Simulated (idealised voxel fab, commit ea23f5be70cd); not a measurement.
This section sets out a process module, namely voxel fin reveal.
This is section cut - it's 300 nm across, gridded in 5 nm square cells.
In this document a cross-section is written as a grid of square cells. It is given as a series of bands, listed from the top down, and a band is one or more rows of cells.
Heads up on the band format: heights come first, top then bottom, in nm. After that it's the materials left to right, each with its width in nm. A single material flagged "edge to edge" fills the whole band edge to edge, and "air" means there's empty space there.
Measure heights from 0. That's the level where, below it, the as-received wafer is all one material. The lowest band is bottomless and extends downward; write it as in "z 0 and below".
Width "30->40": first value at the band's top row of cells, second value at its bottom row, equal change from row to row.
Where the words "nothing got changed" appear for a step, the cross-section shows no cell changed by that step; every cell remained as before.
Empty spaces without an open route to the top, at least 8 cells in extent, make up the entry "Fully sealed voids"; each is given as width x height at distance, where the distance is measured from the left edge, and all are in nm.
Where a step's line continues beyond its settings, the continuation is a remark by the simulator itself on that step.
overlay nm, on a step with a mask: how far to the right of its planned place the mask lay; to the left if negative

These are the steps we planned for the process
1: RECEIVE, material Si
2: CONFORMAL_DEP, material SiN, thk nm 10
3: PATTERN, tone cover, mask id FINS, material resist, width nm 15, pitch nm 35, thk nm 20, overlay nm 0
4: DIRECTIONAL_ETCH, etch materials SiN, depth nm 10
5: DIRECTIONAL_ETCH, etch materials Si, depth nm 35
6: STRIP, etch materials resist
7: OXIDIZE, depth nm 5
8: FILL_DEP, material SiO2, thk nm 15
9: CMP, height nm 10
10: SELECTIVE_ETCH, etch materials SiO2, depth nm 25
11: STRIP, etch materials SiN

First wafer, as planned

The cross-section here shows the wafer as received, i.e. in its state after step 1
	z 0 and below | Si edge to edge
	Fully sealed voids: none

Once step 2 is through, the wafer looks like this in cross-section
	z 10 to 0 | SiN edge to edge
	Rest of section, below 0: as before.

Once step 3 is through, the wafer looks like this in cross-section
	z 30 to 10 | air (125), then resist (15), then air (20), then resist (15), then air (125)
	Rest of section, below 10: as before.

Once step 4 is through, the wafer looks like this in cross-section
	z 30 to 10 | air (125), then resist (15), then air (20), then resist (15), then air (125)
	z 10 to 0 | air (125), then SiN (15), then air (20), then SiN (15), then air (125)
	Rest of section, below 0: as before.

Once step 5 is through, the wafer looks like this in cross-section
	z 30 to 10 | air (125), then resist (15), then air (20), then resist (15), then air (125)
	z 10 to 0 | air (125), then SiN (15), then air (20), then SiN (15), then air (125)
	z 0 to -35 | air (125), then Si (15), then air (20), then Si (15), then air (125)
	Rest of section, below -35: as before.

Once step 6 is through, the wafer looks like this in cross-section
	z 10 to 0 | air (125), then SiN (15), then air (20), then SiN (15), then air (125)
	Rest of section, below 0: as before.

Once step 7 is through, the wafer looks like this in cross-section
	z 10 to 0 | air (125), then SiN (15), then air (20), then SiN (15), then air (125)
	z 0 to -35 | air (125), then SiO2 (5), then Si (5), then SiO2 (5), then air (20), then SiO2 (5), then Si (5), then SiO2 (5), then air (125)
	z -35 to -40 | SiO2 (130), then Si (5), then SiO2 (30), then Si (5), then SiO2 (130)
	Rest of section, below -40: as before.

Once step 8 is through, the wafer looks like this in cross-section
	z 25 to 10 | SiO2 edge to edge
	z 10 to 0 | SiO2 (125), then SiN (15), then SiO2 (20), then SiN (15), then SiO2 (125)
	z 0 to -40 | SiO2 (130), then Si (5), then SiO2 (30), then Si (5), then SiO2 (130)
	Rest of section, below -40: as before.

Once step 9 is through, the wafer looks like this in cross-section
	z 10 to 0 | SiO2 (125), then SiN (15), then SiO2 (20), then SiN (15), then SiO2 (125)
	Rest of section, below 0: as before.

Once step 10 is through, the wafer looks like this in cross-section
	z 10 to 0 | air (125), then SiN (15), then air (20), then SiN (15), then air (125)
	z 0 to -15 | air (130), then Si (5), then air (30), then Si (5), then air (130)
	Rest of section, below -15: as before.

Once step 11 is through, the wafer looks like this in cross-section
	z 0 to -15 | air (130), then Si (5), then air (30), then Si (5), then air (130)
	Rest of section, below -15: as before.

For the second wafer, take the first wafer's start and plan, then add one mistake made in running it; everything through step 2, that step included, is shared with the first

Cross-section of the second wafer at the time by which step 3 should have been completed according to the plan
	z 30 to 10 | air (130), then resist (15), then air (20), then resist (15), then air (120)
	Rest of section, below 10: as before.

Cross-section of the second wafer at the time by which step 4 should have been completed according to the plan
	z 30 to 10 | air (130), then resist (15), then air (20), then resist (15), then air (120)
	z 10 to 0 | air (130), then SiN (15), then air (20), then SiN (15), then air (120)
	Rest of section, below 0: as before.

Cross-section of the second wafer at the time by which step 5 should have been completed according to the plan
	z 30 to 10 | air (130), then resist (15), then air (20), then resist (15), then air (120)
	z 10 to 0 | air (130), then SiN (15), then air (20), then SiN (15), then air (120)
	z 0 to -35 | air (130), then Si (15), then air (20), then Si (15), then air (120)
	Rest of section, below -35: as before.

Cross-section of the second wafer at the time by which step 6 should have been completed according to the plan
	z 10 to 0 | air (130), then SiN (15), then air (20), then SiN (15), then air (120)
	Rest of section, below 0: as before.

Cross-section of the second wafer at the time by which step 7 should have been completed according to the plan
	z 10 to 0 | air (130), then SiN (15), then air (20), then SiN (15), then air (120)
	z 0 to -35 | air (130), then SiO2 (5), then Si (5), then SiO2 (5), then air (20), then SiO2 (5), then Si (5), then SiO2 (5), then air (120)
	z -35 to -40 | SiO2 (135), then Si (5), then SiO2 (30), then Si (5), then SiO2 (125)
	Rest of section, below -40: as before.

Cross-section of the second wafer at the time by which step 8 should have been completed according to the plan
	z 25 to 10 | SiO2 edge to edge
	z 10 to 0 | SiO2 (130), then SiN (15), then SiO2 (20), then SiN (15), then SiO2 (120)
	z 0 to -40 | SiO2 (135), then Si (5), then SiO2 (30), then Si (5), then SiO2 (125)
	Rest of section, below -40: as before.

Cross-section of the second wafer at the time by which step 9 should have been completed according to the plan
	z 10 to 0 | SiO2 (130), then SiN (15), then SiO2 (20), then SiN (15), then SiO2 (120)
	Rest of section, below 0: as before.

Cross-section of the second wafer at the time by which step 10 should have been completed according to the plan
	z 10 to 0 | air (130), then SiN (15), then air (20), then SiN (15), then air (120)
	z 0 to -15 | air (135), then Si (5), then air (30), then Si (5), then air (125)
	Rest of section, below -15: as before.

Cross-section of the second wafer at the time by which step 11 should have been completed according to the plan
	z 0 to -15 | air (135), then Si (5), then air (30), then Si (5), then air (125)
	Rest of section, below -15: as before.
what went wrong: step 3 ran differently from the plan; actual operation with settings: PATTERN, tone cover, mask id FINS, material resist, width nm 15, pitch nm 35, thk nm 20, overlay nm 5
Tallied in cells, the final second wafer holds each material in the same quantity as the first, although not at the same places.
